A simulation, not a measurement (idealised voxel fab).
The process module that follows is named voxel gate over fins.
Xsec cut, 265 nm wide, square cell size 5 nm.
When this document writes out a cross-section, it uses a grid of square cells and lists it as bands, beginning at the top and moving down, with a band standing for one or more rows of cells.
The entry gives the band's vertical extent as a top height and a bottom height in nm, then its horizontal make-up as materials from left to right, each with a width in nm. "blank" stands for empty space; a single material marked "everywhere" fills the band edge to edge.
Heights are reckoned from 0. Under this level, the received wafer is all of one material. The bottommost band is open-ended downward, for example "0 nm and below".
When a width is written as two numbers, as in "30 to 40", the first number is the width in the top row of cells of the band and the second is the width in its bottom row, and the width changes by the same amount from each row to the next.
Given "no modifications" for a step, no cell of the cross-section differs between before and after that step.
"Fully sealed cavities" enumerates empty spaces isolated from the top, with no open way to it, that contain at least 8 cells, giving each as width x height at distance from the left edge, all three in nm.
What comes after the settings on a step's line is commentary from the simulator itself on that step.
overlay nm: step with mask; distance mask lay right of planned place; negative value = left of planned place.

# Below is the list of planned process steps
1: RECEIVE [material Si]
2: CONFORMAL_DEP [material SiN] [thk nm 5]
3: MASKED_ETCH [tone cover] [mask id FINS] [width nm 15] [pitch nm 60] [etch materials SiN] [depth nm 5] [overlay nm 0]
4: MASKED_ETCH [tone cover] [mask id FINS] [width nm 15] [pitch nm 60] [etch materials Si] [depth nm 30] [overlay nm 0]
5: OXIDIZE [depth nm 5]
6: FILL_DEP [material SiO2] [thk nm 5]
7: CMP [height nm 5]
8: PATTERN [tone open] [mask id RAIL] [material resist] [width nm 15] [thk nm 15] [overlay nm 0]
9: DIRECTIONAL_ETCH [etch materials SiO2] [depth nm 30]
10: STRIP [etch materials resist]
11: CONFORMAL_DEP [material TiN] [thk nm 5]
12: FILL_DEP [material W] [thk nm 5]
13: CMP [height nm 5]
14: SELECTIVE_ETCH [etch materials W Ru TiN] [depth nm 25]
15: FILL_DEP [material SiO2] [thk nm 5]
16: CMP [height nm 5]
17: SELECTIVE_ETCH [etch materials SiO2] [depth nm 15]
18: STRIP [etch materials SiN]
19: CONFORMAL_DEP [material HfO2] [thk nm 5]
20: CONFORMAL_DEP [material TiN] [thk nm 5]
21: CONFORMAL_DEP [material TiAl] [thk nm 5]
22: CONFORMAL_DEP [material TiN] [thk nm 5]
23: FILL_DEP [material W] [thk nm 10]
24: CMP [height nm 25]
25: CONFORMAL_DEP [material SiN] [thk nm 5]
What sets these wafers apart? The thk nm at step 22. They all start alike, and the plan carries the first wafer's value.

# Cross-section of the first of several wafers as received (after step 1)
* 0 nm and below = Si everywhere
* Fully sealed cavities: none

# Once step 25, the last step, is complete, the module is at its end; this is the cross-section of the first of several wafers
* 30 nm to 25 nm = SiN everywhere
* 25 nm to 20 nm = W everywhere
* 20 nm to 15 nm = W: 80 / TiN: 45 / W: 15 / TiN: 45 / W: 80
* 15 nm to 10 nm = W: 80 / TiN: 5 / TiAl: 35 / TiN: 5 / W: 15 / TiN: 5 / TiAl: 35 / TiN: 5 / W: 80
* 10 nm to 5 nm = TiN: 85 / TiAl: 5 / TiN: 25 / TiAl: 5 / TiN: 25 / TiAl: 5 / TiN: 25 / TiAl: 5 / TiN: 85
* 5 nm to 0 nm = TiAl: 90 / TiN: 5 / HfO2: 15 / TiN: 5 / TiAl: 35 / TiN: 5 / HfO2: 15 / TiN: 5 / TiAl: 90
* 0 nm to -5 nm = TiN: 95 / HfO2: 5 / Si: 5 / HfO2: 5 / TiN: 45 / HfO2: 5 / Si: 5 / HfO2: 5 / TiN: 95
* -5 nm to -10 nm = HfO2: 100 / Si: 5 / HfO2: 55 / Si: 5 / HfO2: 100
* -10 nm to -20 nm = SiO2: 100 / Si: 5 / SiO2: 55 / Si: 5 / SiO2: 100
* -20 nm to -25 nm = SiO2: 100 / Si: 5 / SiO2: 20 / TiN: 15 / SiO2: 20 / Si: 5 / SiO2: 100
* -25 nm to -35 nm = SiO2: 100 / Si: 5 / SiO2: 55 / Si: 5 / SiO2: 100
* -35 nm and below = Si everywhere
* Fully sealed cavities: none

# Last wafer of the set, cross-sectioned at end of module
* 30 nm to 25 nm = SiN everywhere
* 25 nm to 15 nm = TiN everywhere
* 15 nm to 10 nm = TiN: 85 / TiAl: 35 / TiN: 25 / TiAl: 35 / TiN: 85
* 10 nm to 5 nm = TiN: 85 / TiAl: 5 / TiN: 25 / TiAl: 5 / TiN: 25 / TiAl: 5 / TiN: 25 / TiAl: 5 / TiN: 85
* 5 nm to 0 nm = TiAl: 90 / TiN: 5 / HfO2: 15 / TiN: 5 / TiAl: 35 / TiN: 5 / HfO2: 15 / TiN: 5 / TiAl: 90
* 0 nm to -5 nm = TiN: 95 / HfO2: 5 / Si: 5 / HfO2: 5 / TiN: 45 / HfO2: 5 / Si: 5 / HfO2: 5 / TiN: 95
* -5 nm to -10 nm = HfO2: 100 / Si: 5 / HfO2: 55 / Si: 5 / HfO2: 100
* -10 nm to -20 nm = SiO2: 100 / Si: 5 / SiO2: 55 / Si: 5 / SiO2: 100
* -20 nm to -25 nm = SiO2: 100 / Si: 5 / SiO2: 20 / TiN: 15 / SiO2: 20 / Si: 5 / SiO2: 100
* -25 nm to -35 nm = SiO2: 100 / Si: 5 / SiO2: 55 / Si: 5 / SiO2: 100
* -35 nm and below = Si everywhere
* Fully sealed cavities: none

# Below, a row for every wafer. Read it as the end-of-module picture: for each material the wafer shows its cells gained (+) or lost (-) since it was received, and then its closed voids
thk nm 5; +61 HfO2; -357 Si; +53 SiN; +252 SiO2; +61 TiAl; +125 TiN; +123 W; Fully sealed cavities: none
thk nm 10; +61 HfO2; -357 Si; +53 SiN; +252 SiO2; +61 TiAl; +186 TiN; +62 W; Fully sealed cavities: none
thk nm 15; +61 HfO2; -357 Si; +53 SiN; +252 SiO2; +61 TiAl; +220 TiN; +28 W; Fully sealed cavities: none
thk nm 20; +61 HfO2; -357 Si; +53 SiN; +252 SiO2; +61 TiAl; +248 TiN; Fully sealed cavities: none
